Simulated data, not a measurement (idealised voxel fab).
voxel fin reveal: a process module
Square cell edge 5 nm, section width 275 nm, ID cut.
Notation: cross-section as square-cell grid; stated in bands, top first, going down; one or more cell rows per band.
Each band's line starts with the height of the band's top and of its bottom, in nm. Then come its materials from left to right, each with its width in nm. One material with "edge to edge" fills the band from edge to edge. "empty" is empty space.
Convention: height 0 is the level below which the wafer, as received, is all one material. The lowest band does not terminate at the bottom but continues downward, represented as "top 0, no bottom".
The width entry "30..40" should be interpreted row by row: the top row of cells in the band takes the first number, the bottom row takes the second number, and the change between adjacent rows is uniform throughout.
What does "nothing different" mean for a step? It means no cell of the cross-section changed in that step.
Closed-off voids of 8+ cells (no open route to the top) go in "Closed internal voids", written width x height at distance from the left edge, in nm.
The remark found on a step's line after its settings is issued by the simulator itself and pertains to that step.
Regarding "overlay nm": on a step with a mask, it is the distance the mask lay to the right of its planned place; a negative value places it to the left.
## These are the steps we planned for the process
- 1: op RECEIVE | material Si
- 2: op CONFORMAL_DEP | material SiN | thk nm 5
- 3: op MASKED_ETCH | tone cover | mask id FINS | width nm 15 | pitch nm 40 | etch materials SiN | depth nm 5 | overlay nm 0
- 4: op MASKED_ETCH | tone cover | mask id FINS | width nm 15 | pitch nm 40 | etch materials Si | depth nm 30 | overlay nm 0
- 5: op FILL_DEP | material SiO2 | thk nm 15
- 6: op CMP | height nm 5
- 7: op SELECTIVE_ETCH | etch materials SiO2 | depth nm 25
- 8: op STRIP | etch materials SiN
- 9: op CONFORMAL_DEP | material SiO2 | thk nm 5
## Cross-section: wafer on arrival = after step 1
* top 0, no bottom  Si edge to edge
* Closed internal voids: none
## End-of-module XS, first of two wafers, run as planned
* top 5, bottom 0  empty 105 / SiO2 25 / empty 15 / SiO2 25 / empty 105
* top 0, bottom -15  empty 105 / SiO2 5 / Si 15 / SiO2 5 / empty 15 / SiO2 5 / Si 15 / SiO2 5 / empty 105
* top -15, bottom -30  SiO2 110 / Si 15 / SiO2 25 / Si 15 / SiO2 110
* top -30, no bottom  Si edge to edge
* Closed internal voids: none
## Same start, same plan as the first wafer - but one mistake in the run. Cross-section of the second of the two at the end of the module
* top 15, bottom 0  empty 95 / SiO2 85 / empty 95
* top 0, bottom -5  empty 95 / SiO2 15 / Si 15 / SiO2 25 / Si 15 / SiO2 15 / empty 95
* top -5, bottom -30  SiO2 110 / Si 15 / SiO2 25 / Si 15 / SiO2 110
* top -30, no bottom  Si edge to edge
* Closed internal voids: none
Where did the run depart from the plan? for step 9, the planned setting was not used; the step was instead run as op CONFORMAL_DEP | material SiO2 | thk nm 15
The closing comparison, in cells, has the second wafer with more or fewer of some materials than the first: SiO2 +138
